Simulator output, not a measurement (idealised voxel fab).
Title: Process Module voxel trench capacitor
We display cut, a cross-section 280 nm in width whose square cells are each 5 nm.
Cross-section spec: square-cell grid; bands listed top down; each band is one or more rows. Heights first: top, then bottom, in nm. Then materials, left to right, each with a width in nm. "full width" on a single material: fills the band edge to edge. "empty": empty space. Below 0: as-received wafer, all one material; heights counted from there. Lowest band: no bottom, goes on down, written "0 down". Width: "30->40" (first number = top row, second number = bottom row, same change from row to row of cells). "nothing changed" -> step changed no cross-section cell. "Closed cavity list" - sealed voids, min. 8 cells, no opening to top; format: width x height at distance (distance from left edge; nm throughout). after a step's settings: what the simulator itself notes on the step. overlay nm: mask right of planned place by this much (step with mask). Neg. = left.
**Planned step list for the process**
| 1 | op RECEIVE | material Si |
| 2 | op CONFORMAL_DEP | material SiN | thk nm 10 |
| 3 | op MASKED_ETCH | tone open | mask id TRENCH | width nm 20 | pitch nm 40 | etch materials SiN | depth nm 10 | overlay nm 0 |
| 4 | op MASKED_ETCH | tone open | mask id TRENCH | width nm 20 | pitch nm 40 | etch materials Si | depth nm 40 | overlay nm 0 |
| 5 | op CONFORMAL_DEP | material SiO2 | thk nm 5 |
| 6 | op FILL_DEP | material polySi | thk nm 10 |
| 7 | op CMP | height nm 10 |
**Wafer at receipt (post step 1), cross-section**
  0 down | Si full width
  Closed cavity list: none
**Starting wafer: above. Plan: above. Run: one mistake. Cross-section after the module: below**
  25 to 15 | polySi full width
  15 to 10 | SiO2: 95, then polySi: 10, then SiO2: 30, then polySi: 10, then SiO2: 30, then polySi: 10, then SiO2: 95
  10 to 0 | SiN: 90, then SiO2: 5, then polySi: 10, then SiO2: 5, then SiN: 20, then SiO2: 5, then polySi: 10, then SiO2: 5, then SiN: 20, then SiO2: 5, then polySi: 10, then SiO2: 5, then SiN: 90
  0 to -35 | Si: 90, then SiO2: 5, then polySi: 10, then SiO2: 5, then Si: 20, then SiO2: 5, then polySi: 10, then SiO2: 5, then Si: 20, then SiO2: 5, then polySi: 10, then SiO2: 5, then Si: 90
  -35 to -40 | Si: 90, then SiO2: 20, then Si: 20, then SiO2: 20, then Si: 20, then SiO2: 20, then Si: 90
  -40 down | Si full width
  Closed cavity list: none
Diagnosis: step 7 of the plan was jumped over and never run
